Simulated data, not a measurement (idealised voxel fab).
Process module name: voxel transistor to metal
Cross-sectional view cut (width: 195 nm; square cell size: 5 nm).
This document writes a cross-section as a grid whose cells are square, and gives it as bands, listed from the top down; one or more rows of cells form a band.
It is stipulated that each band's entry specify, in nanometres, the height of the top of the band and then that of its bottom, followed by the materials of the band in left-to-right sequence, each together with its width in nanometres. A single material marked by the word "edge to edge" is understood to fill the band from edge to edge; the word "air" is understood to denote empty space.
Heights are expressed relative to 0, this being the level below which the as-received wafer comprises one material exclusively. The lowest band is unbounded in the downward direction and is denoted as in "top 0, no bottom".
The width entry "30 to 40" should be interpreted row by row: the top row of cells in the band takes the first number, the bottom row takes the second number, and the change between adjacent rows is uniform throughout.
Step note "nothing different" = no cross-section cell changed.
Reported under the label "Fully closed voids" are the empty spaces having no open way to the top and comprising 8 cells or more; the notation for each is width x height at distance, in which the distance is measured from the left edge and all three values are in nm.
That trailing text on a step's line, after the settings, is the simulator's own remark on the step.
overlay nm: right-of-plan distance of the mask on a masked step; negative values mean left-of-plan.
Note: before/after cross-section pairs follow, one process step per pair, after-side truncated at the lowest changed band, step and settings given beneath. Different runs of this module on the same starting wafer may supply the pairs; a pair continues the one above only where the "Before the process" entry says so.

Before the process
    top 40, bottom 35  TiN edge to edge
    top 35, bottom 25  45 SiO2 / 5 TiN / 5 Ru / 5 TiN / 75 SiO2 / 5 TiN / 5 Ru / 5 TiN / 45 SiO2
    top 25, bottom 20  45 SiO2 / 5 TiN / 5 Ru / 5 TiN / 10 SiO2 / 5 SiN / 5 HfO2 / 5 TiN / 25 W / 5 TiN / 5 HfO2 / 5 SiN / 10 SiO2 / 5 TiN / 5 Ru / 5 TiN / 45 SiO2
    top 20, bottom 15  45 SiO2 / 15 TiN / 10 SiO2 / 5 SiN / 5 HfO2 / 5 TiN / 25 W / 5 TiN / 5 HfO2 / 5 SiN / 10 SiO2 / 15 TiN / 45 SiO2
    top 15, bottom 5  45 SiO2 / 5 TiN / 20 SiGe / 5 SiN / 5 HfO2 / 5 TiN / 25 W / 5 TiN / 5 HfO2 / 5 SiN / 20 SiGe / 5 TiN / 45 SiO2
    top 5, bottom 0  35 SiO2 / 35 SiGe / 5 SiN / 5 HfO2 / 35 TiN / 5 HfO2 / 5 SiN / 35 SiGe / 35 SiO2
    top 0, bottom -5  25 SiO2 / 10 SiN / 35 SiGe / 5 SiO2 / 45 HfO2 / 5 SiO2 / 35 SiGe / 10 SiN / 25 SiO2
    top -5, bottom -10  25 SiO2 / 10 SiN / 10 SiO2 / 25 SiGe / 55 Si / 25 SiGe / 10 SiO2 / 10 SiN / 25 SiO2
    top -10, bottom -15  45 SiO2 / 25 SiGe / 55 Si / 25 SiGe / 45 SiO2
    top -15, bottom -20  40 SiO2 / 5 Si / 25 SiGe / 55 Si / 25 SiGe / 5 Si / 40 SiO2
    top -20, bottom -25  40 SiO2 / 115 Si / 40 SiO2
    top -25, no bottom  Si edge to edge
    Fully closed voids: none

Post-Step Section View
    top 55, bottom 40  W edge to edge
    Below 40, the layers are the same as they were.
    Fully closed voids: none
Going from one cross-section above to the next, the wafer undergoes DIRECTIONAL_DEP | material W | thk nm 15

Before the process: nothing new to draw here, it's the after view of the pair just above.

Post-Step Section View
    top 70, bottom 55  45 air / 15 resist / 75 air / 15 resist / 45 air
    Below 55, the layers are the same as they were.
    Fully closed voids: none
Going from one cross-section above to the next, the wafer undergoes PATTERN | tone cover | mask id METAL_1 | material resist | width nm 15 | pitch nm 90 | thk nm 15 | overlay nm 0

Before the process: nothing new to draw here, it's the after view of the pair just above.

Post-Step Section View
    top 70, bottom 55  45 air / 15 resist / 75 air / 15 resist / 45 air
    top 55, bottom 40  45 air / 15 W / 75 air / 15 W / 45 air
    Below 40, the layers are the same as they were.
    Fully closed voids: none
Going from one cross-section above to the next, the wafer undergoes DIRECTIONAL_ETCH | etch materials W | depth nm 15

Before the process: nothing new to draw here, it's the after view of the pair just above.

Post-Step Section View
    top 70, bottom 55  45 air / 15 resist / 75 air / 15 resist / 45 air
    top 55, bottom 40  45 air / 15 W / 75 air / 15 W / 45 air
    top 40, bottom 35  45 air / 15 TiN / 75 air / 15 TiN / 45 air
    Below 35, the layers are the same as they were.
    Fully closed voids: none
Going from one cross-section above to the next, the wafer undergoes DIRECTIONAL_ETCH | etch materials TiN | depth nm 5

Before the process: nothing new to draw here, it's the after view of the pair just above.

Post-Step Section View
    top 55, bottom 40  45 air / 15 W / 75 air / 15 W / 45 air
    Below 40, the layers are the same as they were.
    Fully closed voids: none
Going from one cross-section above to the next, the wafer undergoes STRIP | etch materials resist

Before the process: nothing new to draw here, it's the after view of the pair just above.

Post-Step Section View
    top 65, bottom 55  lowk edge to edge
    top 55, bottom 40  45 lowk / 15 W / 75 lowk / 15 W / 45 lowk
    top 40, bottom 35  45 lowk / 15 TiN / 75 lowk / 15 TiN / 45 lowk
    Below 35, the layers are the same as they were.
    Fully closed voids: none
Going from one cross-section above to the next, the wafer undergoes FILL_DEP | material lowk | thk nm 10

Before the process: nothing new to draw here, it's the after view of the pair just above.

Post-Step Section View
    top 55, bottom 40  45 lowk / 15 W / 75 lowk / 15 W / 45 lowk
    Below 40, the layers are the same as they were.
    Fully closed voids: none
Going from one cross-section above to the next, the wafer undergoes CMP | height nm 55

Before the process: nothing new to draw here, it's the after view of the pair just above.

Post-Step Section View
    top 60, bottom 55  SiN edge to edge
    Below 55, the layers are the same as they were.
    Fully closed voids: none
Going from one cross-section above to the next, the wafer undergoes CONFORMAL_DEP | material SiN | thk nm 5

Before the process
    top 45, bottom 40  70 air / 5 SiN / 5 air / 35 SiCN / 5 air / 5 SiN / 70 air
    top 40, bottom 30  70 air / 5 SiN / 5 SiO2 / 35 SiCN / 5 SiO2 / 5 SiN / 70 air
    top 30, bottom 0  70 air / 5 SiN / 5 SiO2 / 35 polySi / 5 SiO2 / 5 SiN / 70 air
    top 0, bottom -5  70 air / 55 SiO2 / 70 air
    top -5, bottom -20  40 SiO2 / 30 air / 55 Si / 30 air / 40 SiO2
    top -20, bottom -25  40 SiO2 / 115 Si / 40 SiO2
    top -25, no bottom  Si edge to edge
    Fully closed voids: none

Post-Step Section View
    top 45, bottom 40  70 air / 5 SiN / 5 air / 35 SiCN / 5 air / 5 SiN / 70 air
    top 40, bottom 30  70 air / 5 SiN / 5 SiO2 / 35 SiCN / 5 SiO2 / 5 SiN / 70 air
    top 30, bottom 20  70 air / 5 SiN / 5 SiO2 / 35 polySi / 5 SiO2 / 5 SiN / 70 air
    top 20, bottom 5  45 air / 25 SiGe / 5 SiN / 5 SiO2 / 35 polySi / 5 SiO2 / 5 SiN / 25 SiGe / 45 air
    top 5, bottom 0  30 air / 40 SiGe / 5 SiN / 5 SiO2 / 35 polySi / 5 SiO2 / 5 SiN / 40 SiGe / 30 air
    top 0, bottom -5  30 air / 40 SiGe / 55 SiO2 / 40 SiGe / 30 air
    top -5, bottom -20  40 SiO2 / 30 SiGe / 55 Si / 30 SiGe / 40 SiO2
    Below -20, the layers are the same as they were.
    Fully closed voids: none
Going from one cross-section above to the next, the wafer undergoes EPI | material SiGe | thk nm 25

Before the process: nothing new to draw here, it's the after view of the pair just above.

Post-Step Section View
    top 50, bottom 45  SiO2 edge to edge
    top 45, bottom 30  70 SiO2 / 5 SiN / 5 SiO2 / 35 SiCN / 5 SiO2 / 5 SiN / 70 SiO2
    top 30, bottom 20  70 SiO2 / 5 SiN / 5 SiO2 / 35 polySi / 5 SiO2 / 5 SiN / 70 SiO2
    top 20, bottom 5  45 SiO2 / 25 SiGe / 5 SiN / 5 SiO2 / 35 polySi / 5 SiO2 / 5 SiN / 25 SiGe / 45 SiO2
    top 5, bottom 0  30 SiO2 / 40 SiGe / 5 SiN / 5 SiO2 / 35 polySi / 5 SiO2 / 5 SiN / 40 SiGe / 30 SiO2
    top 0, bottom -5  30 SiO2 / 40 SiGe / 55 SiO2 / 40 SiGe / 30 SiO2
    Below -5, the layers are the same as they were.
    Fully closed voids: none
Going from one cross-section above to the next, the wafer undergoes FILL_DEP | material SiO2 | thk nm 5

Before the process: nothing new to draw here, it's the after view of the pair just above.

Post-Step Section View
    top 30, bottom 20  70 SiO2 / 5 SiN / 5 SiO2 / 35 polySi / 5 SiO2 / 5 SiN / 70 SiO2
    Below 20, the layers are the same as they were.
    Fully closed voids: none
Going from one cross-section above to the next, the wafer undergoes CMP | height nm 30

Before the process: nothing new to draw here, it's the after view of the pair just above.

Post-Step Section View
    top 30, bottom 20  70 SiO2 / 5 SiN / 5 SiO2 / 35 air / 5 SiO2 / 5 SiN / 70 SiO2
    top 20, bottom 5  45 SiO2 / 25 SiGe / 5 SiN / 5 SiO2 / 35 air / 5 SiO2 / 5 SiN / 25 SiGe / 45 SiO2
    top 5, bottom 0  30 SiO2 / 40 SiGe / 5 SiN / 5 SiO2 / 35 air / 5 SiO2 / 5 SiN / 40 SiGe / 30 SiO2
    Below 0, the layers are the same as they were.
    Fully closed voids: none
Going from one cross-section above to the next, the wafer undergoes STRIP | etch materials polySi

Before the process: nothing new to draw here, it's the after view of the pair just above.

Post-Step Section View
    top 30, bottom 25  70 air / 5 SiN / 45 air / 5 SiN / 70 air
    top 25, bottom 20  70 SiO2 / 5 SiN / 45 air / 5 SiN / 70 SiO2
    top 20, bottom 5  45 SiO2 / 25 SiGe / 5 SiN / 45 air / 5 SiN / 25 SiGe / 45 SiO2
    top 5, bottom 0  30 SiO2 / 40 SiGe / 5 SiN / 45 air / 5 SiN / 40 SiGe / 30 SiO2
    top 0, bottom -5  30 SiO2 / 40 SiGe / 5 SiO2 / 45 air / 5 SiO2 / 40 SiGe / 30 SiO2
    Below -5, the layers are the same as they were.
    Fully closed voids: none
Going from one cross-section above to the next, the wafer undergoes SELECTIVE_ETCH | etch materials SiO2 | depth nm 5

Before the process: nothing new to draw here, it's the after view of the pair just above.

Post-Step Section View
    top 35, bottom 30  65 air / 15 HfO2 / 35 air / 15 HfO2 / 65 air
    top 30, bottom 25  70 HfO2 / 5 SiN / 5 HfO2 / 35 air / 5 HfO2 / 5 SiN / 70 HfO2
    top 25, bottom 20  70 SiO2 / 5 SiN / 5 HfO2 / 35 air / 5 HfO2 / 5 SiN / 70 SiO2
    top 20, bottom 5  45 SiO2 / 25 SiGe / 5 SiN / 5 HfO2 / 35 air / 5 HfO2 / 5 SiN / 25 SiGe / 45 SiO2
    top 5, bottom 0  30 SiO2 / 40 SiGe / 5 SiN / 5 HfO2 / 35 air / 5 HfO2 / 5 SiN / 40 SiGe / 30 SiO2
    top 0, bottom -5  30 SiO2 / 40 SiGe / 5 SiO2 / 45 HfO2 / 5 SiO2 / 40 SiGe / 30 SiO2
    Below -5, the layers are the same as they were.
    Fully closed voids: none
Going from one cross-section above to the next, the wafer undergoes CONFORMAL_DEP | material HfO2 | thk nm 5

Before the process: nothing new to draw here, it's the after view of the pair just above.

Post-Step Section View
    top 40, bottom 35  60 air / 25 TiN / 25 air / 25 TiN / 60 air
    top 35, bottom 30  65 TiN / 15 HfO2 / 5 TiN / 25 air / 5 TiN / 15 HfO2 / 65 TiN
    top 30, bottom 25  70 HfO2 / 5 SiN / 5 HfO2 / 5 TiN / 25 air / 5 TiN / 5 HfO2 / 5 SiN / 70 HfO2
    top 25, bottom 20  70 SiO2 / 5 SiN / 5 HfO2 / 5 TiN / 25 air / 5 TiN / 5 HfO2 / 5 SiN / 70 SiO2
    top 20, bottom 5  45 SiO2 / 25 SiGe / 5 SiN / 5 HfO2 / 5 TiN / 25 air / 5 TiN / 5 HfO2 / 5 SiN / 25 SiGe / 45 SiO2
    top 5, bottom 0  30 SiO2 / 40 SiGe / 5 SiN / 5 HfO2 / 35 TiN / 5 HfO2 / 5 SiN / 40 SiGe / 30 SiO2
    Below 0, the layers are the same as they were.
    Fully closed voids: none
Going from one cross-section above to the next, the wafer undergoes CONFORMAL_DEP | material TiN | thk nm 5

Before the process: nothing new to draw here, it's the after view of the pair just above.

Post-Step Section View
    top 50, bottom 40  W edge to edge
    top 40, bottom 35  60 W / 25 TiN / 25 W / 25 TiN / 60 W
    top 35, bottom 30  65 TiN / 15 HfO2 / 5 TiN / 25 W / 5 TiN / 15 HfO2 / 65 TiN
    top 30, bottom 25  70 HfO2 / 5 SiN / 5 HfO2 / 5 TiN / 25 W / 5 TiN / 5 HfO2 / 5 SiN / 70 HfO2
    top 25, bottom 20  70 SiO2 / 5 SiN / 5 HfO2 / 5 TiN / 25 W / 5 TiN / 5 HfO2 / 5 SiN / 70 SiO2
    top 20, bottom 5  45 SiO2 / 25 SiGe / 5 SiN / 5 HfO2 / 5 TiN / 25 W / 5 TiN / 5 HfO2 / 5 SiN / 25 SiGe / 45 SiO2
    Below 5, the layers are the same as they were.
    Fully closed voids: none
Going from one cross-section above to the next, the wafer undergoes FILL_DEP | material W | thk nm 10

Before the process: nothing new to draw here, it's the after view of the pair just above.

Post-Step Section View
    top 25, bottom 20  70 SiO2 / 5 SiN / 5 HfO2 / 5 TiN / 25 W / 5 TiN / 5 HfO2 / 5 SiN / 70 SiO2
    Below 20, the layers are the same as they were.
    Fully closed voids: none
Going from one cross-section above to the next, the wafer undergoes CMP | height nm 25

Before the process: nothing new to draw here, it's the after view of the pair just above.

Post-Step Section View
    top 35, bottom 25  SiO2 edge to edge
    Below 25, the layers are the same as they were.
    Fully closed voids: none
Going from one cross-section above to the next, the wafer undergoes DIRECTIONAL_DEP | material SiO2 | thk nm 10

Before the process: nothing new to draw here, it's the after view of the pair just above.

Post-Step Section View
    top 50, bottom 35  aC edge to edge
    Below 35, the layers are the same as they were.
    Fully closed voids: none
Going from one cross-section above to the next, the wafer undergoes DIRECTIONAL_DEP | material aC | thk nm 15

Before the process: nothing new to draw here, it's the after view of the pair just above.

Post-Step Section View
    top 80, bottom 50  45 resist / 15 air / 75 resist / 15 air / 45 resist
    Below 50, the layers are the same as they were.
    Fully closed voids: none
Going from one cross-section above to the next, the wafer undergoes PATTERN | tone open | mask id CONTACT | material resist | width nm 15 | pitch nm 90 | thk nm 30 | overlay nm 0

Before the process: nothing new to draw here, it's the after view of the pair just above.

Post-Step Section View
    top 65, bottom 50  45 resist / 15 air / 75 resist / 15 air / 45 resist
    top 50, bottom 35  45 aC / 15 air / 75 aC / 15 air / 45 aC
    Below 35, the layers are the same as they were.
    Fully closed voids: none
Going from one cross-section above to the next, the wafer undergoes DIRECTIONAL_ETCH | etch materials aC | depth nm 15

Before the process: nothing new to draw here, it's the after view of the pair just above.

Post-Step Section View
    top 50, bottom 35  45 aC / 15 air / 75 aC / 15 air / 45 aC
    Below 35, the layers are the same as they were.
    Fully closed voids: none
Going from one cross-section above to the next, the wafer undergoes STRIP | etch materials resist

Before the process: nothing new to draw here, it's the after view of the pair just above.

Post-Step Section View
    top 50, bottom 35  45 aC / 15 air / 75 aC / 15 air / 45 aC
    top 35, bottom 25  45 SiO2 / 15 air / 75 SiO2 / 15 air / 45 SiO2
    top 25, bottom 20  45 SiO2 / 15 air / 10 SiO2 / 5 SiN / 5 HfO2 / 5 TiN / 25 W / 5 TiN / 5 HfO2 / 5 SiN / 10 SiO2 / 15 air / 45 SiO2
    Below 20, the layers are the same as they were.
    Fully closed voids: none
Going from one cross-section above to the next, the wafer undergoes DIRECTIONAL_ETCH | etch materials SiO2 | depth nm 35

Before the process: nothing new to draw here, it's the after view of the pair just above.

Post-Step Section View
    top 35, bottom 25  45 SiO2 / 15 air / 75 SiO2 / 15 air / 45 SiO2
    Below 25, the layers are the same as they were.
    Fully closed voids: none
Going from one cross-section above to the next, the wafer undergoes STRIP | etch materials aC

Before the process: nothing new to draw here, it's the after view of the pair just above.

Post-Step Section View
    top 40, bottom 35  50 TiN / 5 air / 85 TiN / 5 air / 50 TiN
    top 35, bottom 25  45 SiO2 / 5 TiN / 5 air / 5 TiN / 75 SiO2 / 5 TiN / 5 air / 5 TiN / 45 SiO2
    top 25, bottom 20  45 SiO2 / 15 TiN / 10 SiO2 / 5 SiN / 5 HfO2 / 5 TiN / 25 W / 5 TiN / 5 HfO2 / 5 SiN / 10 SiO2 / 15 TiN / 45 SiO2
    Below 20, the layers are the same as they were.
    Fully closed voids: none
Going from one cross-section above to the next, the wafer undergoes CONFORMAL_DEP | material TiN | thk nm 5

Before the process: nothing new to draw here, it's the after view of the pair just above.

Post-Step Section View
    top 45, bottom 40  Ru edge to edge
    top 40, bottom 35  50 TiN / 5 Ru / 85 TiN / 5 Ru / 50 TiN
    top 35, bottom 25  45 SiO2 / 5 TiN / 5 Ru / 5 TiN / 75 SiO2 / 5 TiN / 5 Ru / 5 TiN / 45 SiO2
    Below 25, the layers are the same as they were.
    Fully closed voids: none
Going from one cross-section above to the next, the wafer undergoes FILL_DEP | material Ru | thk nm 5

Before the process: nothing new to draw here, it's the after view of the pair just above.

Post-Step Section View
    top 35, bottom 25  45 SiO2 / 5 TiN / 5 Ru / 5 TiN / 75 SiO2 / 5 TiN / 5 Ru / 5 TiN / 45 SiO2
    Below 25, the layers are the same as they were.
    Fully closed voids: none
Going from one cross-section above to the next, the wafer undergoes CMP | height nm 35

Before the process: nothing new to draw here, it's the after view of the pair just above.

Post-Step Section View
    top 40, bottom 35  TiN edge to edge
    Below 35, the layers are the same as they were.
    Fully closed voids: none
Going from one cross-section above to the next, the wafer undergoes DIRECTIONAL_DEP | material TiN | thk nm 5

Before the process: nothing new to draw here, it's the after view of the pair just above.

Post-Step Section View
    top 55, bottom 40  W edge to edge
    Below 40, the layers are the same as they were.
    Fully closed voids: none
Going from one cross-section above to the next, the wafer undergoes DIRECTIONAL_DEP | material W | thk nm 15

Before the process: nothing new to draw here, it's the after view of the pair just above.

Post-Step Section View
    top 70, bottom 55  45 air / 15 resist / 75 air / 15 resist / 45 air
    Below 55, the layers are the same as they were.
    Fully closed voids: none
Going from one cross-section above to the next, the wafer undergoes PATTERN | tone cover | mask id METAL_1 | material resist | width nm 15 | pitch nm 90 | thk nm 15 | overlay nm 0

Before the process: nothing new to draw here, it's the after view of the pair just above.

Post-Step Section View
    top 70, bottom 55  45 air / 15 resist / 75 air / 15 resist / 45 air
    top 55, bottom 40  45 air / 15 W / 75 air / 15 W / 45 air
    Below 40, the layers are the same as they were.
    Fully closed voids: none
Going from one cross-section above to the next, the wafer undergoes DIRECTIONAL_ETCH | etch materials W | depth nm 15

Before the process: nothing new to draw here, it's the after view of the pair just above.

Post-Step Section View
    top 70, bottom 55  45 air / 15 resist / 75 air / 15 resist / 45 air
    top 55, bottom 40  45 air / 15 W / 75 air / 15 W / 45 air
    top 40, bottom 35  45 air / 15 TiN / 75 air / 15 TiN / 45 air
    Below 35, the layers are the same as they were.
    Fully closed voids: none
Going from one cross-section above to the next, the wafer undergoes DIRECTIONAL_ETCH | etch materials TiN | depth nm 5

Before the process: nothing new to draw here, it's the after view of the pair just above.

Post-Step Section View
    top 55, bottom 40  45 air / 15 W / 75 air / 15 W / 45 air
    Below 40, the layers are the same as they were.
    Fully closed voids: none
Going from one cross-section above to the next, the wafer undergoes STRIP | etch materials resist

Before the process: nothing new to draw here, it's the after view of the pair just above.

Post-Step Section View
    top 65, bottom 55  lowk edge to edge
    top 55, bottom 40  45 lowk / 15 W / 75 lowk / 15 W / 45 lowk
    top 40, bottom 35  45 lowk / 15 TiN / 75 lowk / 15 TiN / 45 lowk
    Below 35, the layers are the same as they were.
    Fully closed voids: none
Going from one cross-section above to the next, the wafer undergoes FILL_DEP | material lowk | thk nm 10

Before the process: nothing new to draw here, it's the after view of the pair just above.

Post-Step Section View
    top 55, bottom 40  45 lowk / 15 W / 75 lowk / 15 W / 45 lowk
    Below 40, the layers are the same as they were.
    Fully closed voids: none
Going from one cross-section above to the next, the wafer undergoes CMP | height nm 55

Before the process: nothing new to draw here, it's the after view of the pair just above.

Post-Step Section View
    top 60, bottom 55  SiN edge to edge
    Below 55, the layers are the same as they were.
    Fully closed voids: none
Going from one cross-section above to the next, the wafer undergoes CONFORMAL_DEP | material SiN | thk nm 5

Before the process
    top 50, bottom 35  aC edge to edge
    top 35, bottom 25  SiO2 edge to edge
    top 25, bottom 15  70 SiO2 / 5 SiN / 5 HfO2 / 5 TiN / 25 W / 5 TiN / 5 HfO2 / 5 SiN / 70 SiO2
    top 15, bottom 5  50 SiO2 / 20 SiGe / 5 SiN / 5 HfO2 / 5 TiN / 25 W / 5 TiN / 5 HfO2 / 5 SiN / 20 SiGe / 50 SiO2
    top 5, bottom 0  50 SiO2 / 20 SiGe / 5 SiN / 5 HfO2 / 35 TiN / 5 HfO2 / 5 SiN / 20 SiGe / 50 SiO2
    top 0, bottom -5  35 SiO2 / 35 SiGe / 5 SiO2 / 45 HfO2 / 5 SiO2 / 35 SiGe / 35 SiO2
    top -5, bottom -20  40 SiO2 / 30 SiGe / 55 Si / 30 SiGe / 40 SiO2
    top -20, bottom -25  40 SiO2 / 115 Si / 40 SiO2
    top -25, no bottom  Si edge to edge
    Fully closed voids: none

Post-Step Section View
    top 80, bottom 50  40 resist / 25 air / 65 resist / 25 air / 40 resist
    Below 50, the layers are the same as they were.
    Fully closed voids: none
Going from one cross-section above to the next, the wafer undergoes PATTERN | tone open | mask id CONTACT | material resist | width nm 25 | pitch nm 90 | thk nm 30 | overlay nm 0

Before the process: nothing new to draw here, it's the after view of the pair just above.

Post-Step Section View
    top 65, bottom 50  40 resist / 25 air / 65 resist / 25 air / 40 resist
    top 50, bottom 35  40 aC / 25 air / 65 aC / 25 air / 40 aC
    Below 35, the layers are the same as they were.
    Fully closed voids: none
Going from one cross-section above to the next, the wafer undergoes DIRECTIONAL_ETCH | etch materials aC | depth nm 15

Before the process: nothing new to draw here, it's the after view of the pair just above.

Post-Step Section View
    top 50, bottom 35  40 aC / 25 air / 65 aC / 25 air / 40 aC
    Below 35, the layers are the same as they were.
    Fully closed voids: none
Going from one cross-section above to the next, the wafer undergoes STRIP | etch materials resist

Before the process: nothing new to draw here, it's the after view of the pair just above.

Post-Step Section View
    top 50, bottom 35  40 aC / 25 air / 65 aC / 25 air / 40 aC
    top 35, bottom 25  40 SiO2 / 25 air / 65 SiO2 / 25 air / 40 SiO2
    top 25, bottom 15  40 SiO2 / 25 air / 5 SiO2 / 5 SiN / 5 HfO2 / 5 TiN / 25 W / 5 TiN / 5 HfO2 / 5 SiN / 5 SiO2 / 25 air / 40 SiO2
    top 15, bottom 5  40 SiO2 / 10 air / 20 SiGe / 5 SiN / 5 HfO2 / 5 TiN / 25 W / 5 TiN / 5 HfO2 / 5 SiN / 20 SiGe / 10 air / 40 SiO2
    top 5, bottom 0  40 SiO2 / 10 air / 20 SiGe / 5 SiN / 5 HfO2 / 35 TiN / 5 HfO2 / 5 SiN / 20 SiGe / 10 air / 40 SiO2
    Below 0, the layers are the same as they were.
    Fully closed voids: none
Going from one cross-section above to the next, the wafer undergoes DIRECTIONAL_ETCH | etch materials SiO2 | depth nm 35

Before the process: nothing new to draw here, it's the after view of the pair just above.

Post-Step Section View
    top 35, bottom 25  40 SiO2 / 25 air / 65 SiO2 / 25 air / 40 SiO2
    Below 25, the layers are the same as they were.
    Fully closed voids: none
Going from one cross-section above to the next, the wafer undergoes STRIP | etch materials aC

Before the process: nothing new to draw here, it's the after view of the pair just above.

Post-Step Section View
    top 40, bottom 35  45 TiN / 15 air / 75 TiN / 15 air / 45 TiN
    top 35, bottom 25  40 SiO2 / 5 TiN / 15 air / 5 TiN / 65 SiO2 / 5 TiN / 15 air / 5 TiN / 40 SiO2
    top 25, bottom 20  40 SiO2 / 5 TiN / 15 air / 5 TiN / 5 SiO2 / 5 SiN / 5 HfO2 / 5 TiN / 25 W / 5 TiN / 5 HfO2 / 5 SiN / 5 SiO2 / 5 TiN / 15 air / 5 TiN / 40 SiO2
    top 20, bottom 15  40 SiO2 / 25 TiN / 5 SiO2 / 5 SiN / 5 HfO2 / 5 TiN / 25 W / 5 TiN / 5 HfO2 / 5 SiN / 5 SiO2 / 25 TiN / 40 SiO2
    top 15, bottom 5  40 SiO2 / 10 TiN / 20 SiGe / 5 SiN / 5 HfO2 / 5 TiN / 25 W / 5 TiN / 5 HfO2 / 5 SiN / 20 SiGe / 10 TiN / 40 SiO2
    top 5, bottom 0  40 SiO2 / 10 TiN / 20 SiGe / 5 SiN / 5 HfO2 / 35 TiN / 5 HfO2 / 5 SiN / 20 SiGe / 10 TiN / 40 SiO2
    Below 0, the layers are the same as they were.
    Fully closed voids: none
Going from one cross-section above to the next, the wafer undergoes CONFORMAL_DEP | material TiN | thk nm 5

Before the process: nothing new to draw here, it's the after view of the pair just above.

Post-Step Section View
    top 45, bottom 40  Ru edge to edge
    top 40, bottom 35  45 TiN / 15 Ru / 75 TiN / 15 Ru / 45 TiN
    top 35, bottom 25  40 SiO2 / 5 TiN / 15 Ru / 5 TiN / 65 SiO2 / 5 TiN / 15 Ru / 5 TiN / 40 SiO2
    top 25, bottom 20  40 SiO2 / 5 TiN / 15 Ru / 5 TiN / 5 SiO2 / 5 SiN / 5 HfO2 / 5 TiN / 25 W / 5 TiN / 5 HfO2 / 5 SiN / 5 SiO2 / 5 TiN / 15 Ru / 5 TiN / 40 SiO2
    Below 20, the layers are the same as they were.
    Fully closed voids: none
Going from one cross-section above to the next, the wafer undergoes FILL_DEP | material Ru | thk nm 5

Before the process: nothing new to draw here, it's the after view of the pair just above.

Post-Step Section View
    top 35, bottom 25  40 SiO2 / 5 TiN / 15 Ru / 5 TiN / 65 SiO2 / 5 TiN / 15 Ru / 5 TiN / 40 SiO2
    Below 25, the layers are the same as they were.
    Fully closed voids: none
Going from one cross-section above to the next, the wafer undergoes CMP | height nm 35

Before the process: nothing new to draw here, it's the after view of the pair just above.

Post-Step Section View
    top 40, bottom 35  TiN edge to edge
    Below 35, the layers are the same as they were.
    Fully closed voids: none
Going from one cross-section above to the next, the wafer undergoes DIRECTIONAL_DEP | material TiN | thk nm 5

Before the process: nothing new to draw here, it's the after view of the pair just above.

Post-Step Section View
    top 55, bottom 40  W edge to edge
    Below 40, the layers are the same as they were.
    Fully closed voids: none
Going from one cross-section above to the next, the wafer undergoes DIRECTIONAL_DEP | material W | thk nm 15

Before the process: nothing new to draw here, it's the after view of the pair just above.

Post-Step Section View
    top 70, bottom 55  45 air / 15 resist / 75 air / 15 resist / 45 air
    Below 55, the layers are the same as they were.
    Fully closed voids: none
Going from one cross-section above to the next, the wafer undergoes PATTERN | tone cover | mask id METAL_1 | material resist | width nm 15 | pitch nm 90 | thk nm 15 | overlay nm 0

Before the process: nothing new to draw here, it's the after view of the pair just above.

Post-Step Section View
    top 70, bottom 55  45 air / 15 resist / 75 air / 15 resist / 45 air
    top 55, bottom 40  45 air / 15 W / 75 air / 15 W / 45 air
    Below 40, the layers are the same as they were.
    Fully closed voids: none
Going from one cross-section above to the next, the wafer undergoes DIRECTIONAL_ETCH | etch materials W | depth nm 15

Before the process: nothing new to draw here, it's the after view of the pair just above.

Post-Step Section View
    top 70, bottom 55  45 air / 15 resist / 75 air / 15 resist / 45 air
    top 55, bottom 40  45 air / 15 W / 75 air / 15 W / 45 air
    top 40, bottom 35  45 air / 15 TiN / 75 air / 15 TiN / 45 air
    Below 35, the layers are the same as they were.
    Fully closed voids: none
Going from one cross-section above to the next, the wafer undergoes DIRECTIONAL_ETCH | etch materials TiN | depth nm 5

Before the process: nothing new to draw here, it's the after view of the pair just above.

Post-Step Section View
    top 55, bottom 40  45 air / 15 W / 75 air / 15 W / 45 air
    Below 40, the layers are the same as they were.
    Fully closed voids: none
Going from one cross-section above to the next, the wafer undergoes STRIP | etch materials resist

Before the process: nothing new to draw here, it's the after view of the pair just above.

Post-Step Section View
    top 65, bottom 55  lowk edge to edge
    top 55, bottom 40  45 lowk / 15 W / 75 lowk / 15 W / 45 lowk
    top 40, bottom 35  45 lowk / 15 TiN / 75 lowk / 15 TiN / 45 lowk
    Below 35, the layers are the same as they were.
    Fully closed voids: none
Going from one cross-section above to the next, the wafer undergoes FILL_DEP | material lowk | thk nm 10

Before the process: nothing new to draw here, it's the after view of the pair just above.

Post-Step Section View
    top 55, bottom 40  45 lowk / 15 W / 75 lowk / 15 W / 45 lowk
    Below 40, the layers are the same as they were.
    Fully closed voids: none
Going from one cross-section above to the next, the wafer undergoes CMP | height nm 55

Before the process: nothing new to draw here, it's the after view of the pair just above.

Post-Step Section View
    top 60, bottom 55  SiN edge to edge
    Below 55, the layers are the same as they were.
    Fully closed voids: none
Going from one cross-section above to the next, the wafer undergoes CONFORMAL_DEP | material SiN | thk nm 5

Before the process
    top 15, bottom 5  SiN edge to edge
    top 5, bottom 0  SiO2 edge to edge
    top 0, no bottom  Si edge to edge
    Fully closed voids: none

Post-Step Section View
    top 30, bottom 15  40 air / 125 resist / 30 air
    Below 15, the layers are the same as they were.
    Fully closed voids: none
Going from one cross-section above to the next, the wafer undergoes PATTERN | tone cover | mask id ACTIVE | material resist | width nm 125 | thk nm 15 | overlay nm 5

Before the process: nothing new to draw here, it's the after view of the pair just above.

Post-Step Section View
    top 30, bottom 15  40 air / 125 resist / 30 air
    top 15, bottom 5  40 air / 125 SiN / 30 air
    Below 5, the layers are the same as they were.
    Fully closed voids: none
Going from one cross-section above to the next, the wafer undergoes DIRECTIONAL_ETCH | etch materials SiN | depth nm 10

Before the process: nothing new to draw here, it's the after view of the pair just above.

Post-Step Section View
    top 30, bottom 15  40 air / 125 resist / 30 air
    top 15, bottom 5  40 air / 125 SiN / 30 air
    top 5, bottom 0  40 air / 125 SiO2 / 30 air
    Below 0, the layers are the same as they were.
    Fully closed voids: none
Going from one cross-section above to the next, the wafer undergoes DIRECTIONAL_ETCH | etch materials SiO2 | depth nm 5

Before the process: nothing new to draw here, it's the after view of the pair just above.

Post-Step Section View
    top 30, bottom 15  40 air / 125 resist / 30 air
    top 15, bottom 5  40 air / 125 SiN / 30 air
    top 5, bottom 0  40 air / 125 SiO2 / 30 air
    top 0, bottom -20  40 air / 125 Si / 30 air
    Below -20, the layers are the same as they were.
    Fully closed voids: none
Going from one cross-section above to the next, the wafer undergoes DIRECTIONAL_ETCH | etch materials Si | depth nm 20
